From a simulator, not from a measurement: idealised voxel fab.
The following process module bears the name voxel trench capacitor.
The cross-section on display is named cut; it measures 260 nm wide, and its cells are 5 nm squares.
Cross-section spec: square-cell grid; bands listed top down; each band is one or more rows.
Each band's line starts with the height of the band's top and of its bottom, in nm. Then come its materials from left to right, each with its width in nm. One material with "full width" fills the band from edge to edge. "air" is empty space.
Where do heights start? At 0: under that level the wafer as delivered is made of one material only. And the lowest band has no floor; it just carries on downward, as in "0 -> down".
The width entry "30->40" should be interpreted row by row: the top row of cells in the band takes the first number, the bottom row takes the second number, and the change between adjacent rows is uniform throughout.
"no change occurred" after a step means that no cell of the cross-section changed.
"Enclosed internal voids" specifies each empty space that is not open to the top and that occupies no fewer than 8 cells, using the form width x height at distance, the distance measured from the left edge and all three quantities in nm.
Anything after a step's settings on that line? It's the simulator's own note about the step.
The line of a step may include "overlay nm". On a step with a mask, this value is how far to the right of its planned place the mask lay. A negative value means the mask lay to the left.
[Here's what the planned process steps look like]
1) RECEIVE with material Si
2) CONFORMAL_DEP with material SiN, thk nm 5
3) DIRECTIONAL_DEP with material aC, thk nm 10
4) PATTERN with tone open, mask id TRENCH, material resist, width nm 20, pitch nm 40, thk nm 30, overlay nm 0
5) DIRECTIONAL_ETCH with etch materials aC, depth nm 10
6) STRIP with etch materials resist
7) DIRECTIONAL_ETCH with etch materials SiN, depth nm 5
8) DIRECTIONAL_ETCH with etch materials Si, depth nm 30
9) STRIP with etch materials aC
10) CONFORMAL_DEP with material Al2O3, thk nm 5
11) FILL_DEP with material polySi, thk nm 10
12) CMP with height nm 5
[What follows covers the first of two wafers; it ran as planned]
[as received, after step 1]
0 -> down  Si full width
Enclosed internal voids: none
[Cross-section through the wafer, step 2 finished]
5 -> 0  SiN full width
Below 0 it's all the same as before, nothing changed down there.
[Cross-section through the wafer, step 3 finished]
15 -> 5  aC full width
Below 5 it's all the same as before, nothing changed down there.
[Cross-section through the wafer, step 4 finished]
45 -> 15  resist=100 / air=20 / resist=20 / air=20 / resist=100
Below 15 it's all the same as before, nothing changed down there.
[Cross-section through the wafer, step 5 finished]
35 -> 15  resist=100 / air=20 / resist=20 / air=20 / resist=100
15 -> 5  aC=100 / air=20 / aC=20 / air=20 / aC=100
Below 5 it's all the same as before, nothing changed down there.
[Cross-section through the wafer, step 6 finished]
15 -> 5  aC=100 / air=20 / aC=20 / air=20 / aC=100
Below 5 it's all the same as before, nothing changed down there.
[Cross-section through the wafer, step 7 finished]
15 -> 5  aC=100 / air=20 / aC=20 / air=20 / aC=100
5 -> 0  SiN=100 / air=20 / SiN=20 / air=20 / SiN=100
Below 0 it's all the same as before, nothing changed down there.
[Cross-section through the wafer, step 8 finished]
15 -> 5  aC=100 / air=20 / aC=20 / air=20 / aC=100
5 -> 0  SiN=100 / air=20 / SiN=20 / air=20 / SiN=100
0 -> -30  Si=100 / air=20 / Si=20 / air=20 / Si=100
Below -30 it's all the same as before, nothing changed down there.
[Cross-section through the wafer, step 9 finished]
5 -> 0  SiN=100 / air=20 / SiN=20 / air=20 / SiN=100
Below 0 it's all the same as before, nothing changed down there.
[Cross-section through the wafer, step 10 finished]
10 -> 5  Al2O3=105 / air=10 / Al2O3=30 / air=10 / Al2O3=105
5 -> 0  SiN=100 / Al2O3=5 / air=10 / Al2O3=5 / SiN=20 / Al2O3=5 / air=10 / Al2O3=5 / SiN=100
0 -> -25  Si=100 / Al2O3=5 / air=10 / Al2O3=5 / Si=20 / Al2O3=5 / air=10 / Al2O3=5 / Si=100
-25 -> -30  Si=100 / Al2O3=20 / Si=20 / Al2O3=20 / Si=100
Below -30 it's all the same as before, nothing changed down there.
[Cross-section through the wafer, step 11 finished]
20 -> 10  polySi full width
10 -> 5  Al2O3=105 / polySi=10 / Al2O3=30 / polySi=10 / Al2O3=105
5 -> 0  SiN=100 / Al2O3=5 / polySi=10 / Al2O3=5 / SiN=20 / Al2O3=5 / polySi=10 / Al2O3=5 / SiN=100
0 -> -25  Si=100 / Al2O3=5 / polySi=10 / Al2O3=5 / Si=20 / Al2O3=5 / polySi=10 / Al2O3=5 / Si=100
Below -25 it's all the same as before, nothing changed down there.
[Cross-section through the wafer, step 12 finished]
5 -> 0  SiN=100 / Al2O3=5 / polySi=10 / Al2O3=5 / SiN=20 / Al2O3=5 / polySi=10 / Al2O3=5 / SiN=100
Below 0 it's all the same as before, nothing changed down there.
[Wafer two of two - same starting point, same process plan, one mistake in execution; matches wafer one up to and including step 11]
[Second wafer at the planned finish of step 12, seen in cross-section]
10 -> 5  Al2O3=105 / polySi=10 / Al2O3=30 / polySi=10 / Al2O3=105
Below 5 it's all the same as before, nothing changed down there.
What was the processing mistake? step 12: run off-plan, actual operation and settings CMP with height nm 10
Wrapping up, a cell-based count of both wafers puts the second over or under the first for these materials: +48 Al2O3, +4 polySi
